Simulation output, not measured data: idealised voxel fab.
This is a process module. Its name is voxel spacer lines.
The cross-section on display is named cut; it measures 175 nm wide, and its cells are 5 nm squares.
Think of the cross-section as a grid of square cells. We describe it in bands, top to bottom, and each band covers one or more rows of those cells. What a band's entry tells you: where the top is and where the bottom is, as heights in nm, and after that what lies inside, material by material from left to right, each with its width in nm. Empty space is written as the word "blank", and a single material marked with the word "throughout" occupies the band from edge to edge. The reference from which all heights are counted is 0, the level beneath which the as-received wafer is entirely one material; the lowest band, having no lower bound, proceeds downward and is written after the example "0 down". Note: "30..40" means the width goes from the first number (top row of the band) to the second number (bottom row) in equal steps per row of cells. "nothing different" after a step means that no cell of the cross-section changed. Each empty space that has no open way to the top and spans at least 8 cells appears under "Sealed internal voids" as width x height at distance, the distance counted from the left edge, all in nm. Formally, on a step line, whatever follows the settings is a remark that the simulator itself makes on the step. On any step carrying a mask, the "overlay nm" setting, if present on the step's line, tells how far right of its planned place the mask lay; negative values point to the left.

This section lists the process steps that were planned
| 1 | op RECEIVE | material Si |
| 2 | op CONFORMAL_DEP | material Al2O3 | thk nm 10 |
| 3 | op DIRECTIONAL_DEP | material W | thk nm 15 |
| 4 | op DIRECTIONAL_DEP | material polySi | thk nm 30 |
| 5 | op PATTERN | tone cover | mask id MANDREL | material resist | width nm 15 | pitch nm 50 | thk nm 35 | overlay nm 0 |
| 6 | op DIRECTIONAL_ETCH | etch materials polySi | depth nm 30 |
| 7 | op STRIP | etch materials resist |
| 8 | op CONFORMAL_DEP | material SiO2 | thk nm 10 |
| 9 | op DIRECTIONAL_ETCH | etch materials SiO2 | depth nm 10 |
| 10 | op STRIP | etch materials polySi |
| 11 | op DIRECTIONAL_ETCH | etch materials W | depth nm 15 |
| 12 | op STRIP | etch materials SiO2 |
| 13 | op FILL_DEP | material lowk | thk nm 10 |
| 14 | op CMP | height nm 25 |

The following pertains to the first of two wafers, which was processed as planned

Cross-section of the wafer as it came to us, i.e., already through step 1
> 0 down: Si throughout
> Sealed internal voids: none

Cross-section of the wafer after step 2
> 10 to 0: Al2O3 throughout
> Note: structure below 0 unchanged.

Cross-section of the wafer after step 3
> 25 to 10: W throughout
> Note: structure below 10 unchanged.

Cross-section of the wafer after step 4
> 55 to 25: polySi throughout
> Note: structure below 25 unchanged.

Cross-section of the wafer after step 5
> 90 to 55: blank: 30 / resist: 15 / blank: 35 / resist: 15 / blank: 35 / resist: 15 / blank: 30
> Note: structure below 55 unchanged.

Cross-section of the wafer after step 6
> 90 to 55: blank: 30 / resist: 15 / blank: 35 / resist: 15 / blank: 35 / resist: 15 / blank: 30
> 55 to 25: blank: 30 / polySi: 15 / blank: 35 / polySi: 15 / blank: 35 / polySi: 15 / blank: 30
> Note: structure below 25 unchanged.

Cross-section of the wafer after step 7
> 55 to 25: blank: 30 / polySi: 15 / blank: 35 / polySi: 15 / blank: 35 / polySi: 15 / blank: 30
> Note: structure below 25 unchanged.

Cross-section of the wafer after step 8
> 65 to 55: blank: 20 / SiO2: 35 / blank: 15 / SiO2: 35 / blank: 15 / SiO2: 35 / blank: 20
> 55 to 35: blank: 20 / SiO2: 10 / polySi: 15 / SiO2: 10 / blank: 15 / SiO2: 10 / polySi: 15 / SiO2: 10 / blank: 15 / SiO2: 10 / polySi: 15 / SiO2: 10 / blank: 20
> 35 to 25: SiO2: 30 / polySi: 15 / SiO2: 35 / polySi: 15 / SiO2: 35 / polySi: 15 / SiO2: 30
> Note: structure below 25 unchanged.

Cross-section of the wafer after step 9
> 55 to 25: blank: 20 / SiO2: 10 / polySi: 15 / SiO2: 10 / blank: 15 / SiO2: 10 / polySi: 15 / SiO2: 10 / blank: 15 / SiO2: 10 / polySi: 15 / SiO2: 10 / blank: 20
> Note: structure below 25 unchanged.

Cross-section of the wafer after step 10
> 55 to 25: blank: 20 / SiO2: 10 / blank: 15 / SiO2: 10 / blank: 15 / SiO2: 10 / blank: 15 / SiO2: 10 / blank: 15 / SiO2: 10 / blank: 15 / SiO2: 10 / blank: 20
> Note: structure below 25 unchanged.

Cross-section of the wafer after step 11
> 55 to 25: blank: 20 / SiO2: 10 / blank: 15 / SiO2: 10 / blank: 15 / SiO2: 10 / blank: 15 / SiO2: 10 / blank: 15 / SiO2: 10 / blank: 15 / SiO2: 10 / blank: 20
> 25 to 10: blank: 20 / W: 10 / blank: 15 / W: 10 / blank: 15 / W: 10 / blank: 15 / W: 10 / blank: 15 / W: 10 / blank: 15 / W: 10 / blank: 20
> Note: structure below 10 unchanged.

Cross-section of the wafer after step 12
> 25 to 10: blank: 20 / W: 10 / blank: 15 / W: 10 / blank: 15 / W: 10 / blank: 15 / W: 10 / blank: 15 / W: 10 / blank: 15 / W: 10 / blank: 20
> Note: structure below 10 unchanged.

Cross-section of the wafer after step 13
> 35 to 25: lowk throughout
> 25 to 10: lowk: 20 / W: 10 / lowk: 15 / W: 10 / lowk: 15 / W: 10 / lowk: 15 / W: 10 / lowk: 15 / W: 10 / lowk: 15 / W: 10 / lowk: 20
> Note: structure below 10 unchanged.

Cross-section of the wafer after step 14
> 25 to 10: lowk: 20 / W: 10 / lowk: 15 / W: 10 / lowk: 15 / W: 10 / lowk: 15 / W: 10 / lowk: 15 / W: 10 / lowk: 15 / W: 10 / lowk: 20
> Note: structure below 10 unchanged.

Regarding the second of the two wafers: it shared the first wafer's starting condition and process plan, yet one error occurred during its execution. Its history coincides with that of the first wafer up to and including step 1

Cross-section, second wafer, at the end time the plan gives for step 2: nothing different

Cross-section, second wafer, at the end time the plan gives for step 3
> 15 to 0: W throughout
> Note: structure below 0 unchanged.

Cross-section, second wafer, at the end time the plan gives for step 4
> 45 to 15: polySi throughout
> Note: structure below 15 unchanged.

Cross-section, second wafer, at the end time the plan gives for step 5
> 80 to 45: blank: 30 / resist: 15 / blank: 35 / resist: 15 / blank: 35 / resist: 15 / blank: 30
> Note: structure below 45 unchanged.

Cross-section, second wafer, at the end time the plan gives for step 6
> 80 to 45: blank: 30 / resist: 15 / blank: 35 / resist: 15 / blank: 35 / resist: 15 / blank: 30
> 45 to 15: blank: 30 / polySi: 15 / blank: 35 / polySi: 15 / blank: 35 / polySi: 15 / blank: 30
> Note: structure below 15 unchanged.

Cross-section, second wafer, at the end time the plan gives for step 7
> 45 to 15: blank: 30 / polySi: 15 / blank: 35 / polySi: 15 / blank: 35 / polySi: 15 / blank: 30
> Note: structure below 15 unchanged.

Cross-section, second wafer, at the end time the plan gives for step 8
> 55 to 45: blank: 20 / SiO2: 35 / blank: 15 / SiO2: 35 / blank: 15 / SiO2: 35 / blank: 20
> 45 to 25: blank: 20 / SiO2: 10 / polySi: 15 / SiO2: 10 / blank: 15 / SiO2: 10 / polySi: 15 / SiO2: 10 / blank: 15 / SiO2: 10 / polySi: 15 / SiO2: 10 / blank: 20
> 25 to 15: SiO2: 30 / polySi: 15 / SiO2: 35 / polySi: 15 / SiO2: 35 / polySi: 15 / SiO2: 30
> Note: structure below 15 unchanged.

Cross-section, second wafer, at the end time the plan gives for step 9
> 45 to 15: blank: 20 / SiO2: 10 / polySi: 15 / SiO2: 10 / blank: 15 / SiO2: 10 / polySi: 15 / SiO2: 10 / blank: 15 / SiO2: 10 / polySi: 15 / SiO2: 10 / blank: 20
> Note: structure below 15 unchanged.

Cross-section, second wafer, at the end time the plan gives for step 10
> 45 to 15: blank: 20 / SiO2: 10 / blank: 15 / SiO2: 10 / blank: 15 / SiO2: 10 / blank: 15 / SiO2: 10 / blank: 15 / SiO2: 10 / blank: 15 / SiO2: 10 / blank: 20
> Note: structure below 15 unchanged.

Cross-section, second wafer, at the end time the plan gives for step 11
> 45 to 15: blank: 20 / SiO2: 10 / blank: 15 / SiO2: 10 / blank: 15 / SiO2: 10 / blank: 15 / SiO2: 10 / blank: 15 / SiO2: 10 / blank: 15 / SiO2: 10 / blank: 20
> 15 to 0: blank: 20 / W: 10 / blank: 15 / W: 10 / blank: 15 / W: 10 / blank: 15 / W: 10 / blank: 15 / W: 10 / blank: 15 / W: 10 / blank: 20
> Note: structure below 0 unchanged.

Cross-section, second wafer, at the end time the plan gives for step 12
> 15 to 0: blank: 20 / W: 10 / blank: 15 / W: 10 / blank: 15 / W: 10 / blank: 15 / W: 10 / blank: 15 / W: 10 / blank: 15 / W: 10 / blank: 20
> Note: structure below 0 unchanged.

Cross-section, second wafer, at the end time the plan gives for step 13
> 25 to 15: lowk throughout
> 15 to 0: lowk: 20 / W: 10 / lowk: 15 / W: 10 / lowk: 15 / W: 10 / lowk: 15 / W: 10 / lowk: 15 / W: 10 / lowk: 15 / W: 10 / lowk: 20
> Note: structure below 0 unchanged.

Cross-section, second wafer, at the end time the plan gives for step 14: nothing different
Processing error: with respect to the plan, step 2 was omitted and not executed
Final tally in cells, some materials are higher or lower on the second wafer than on the first: Al2O3: 70 fewer, lowk: 70 more
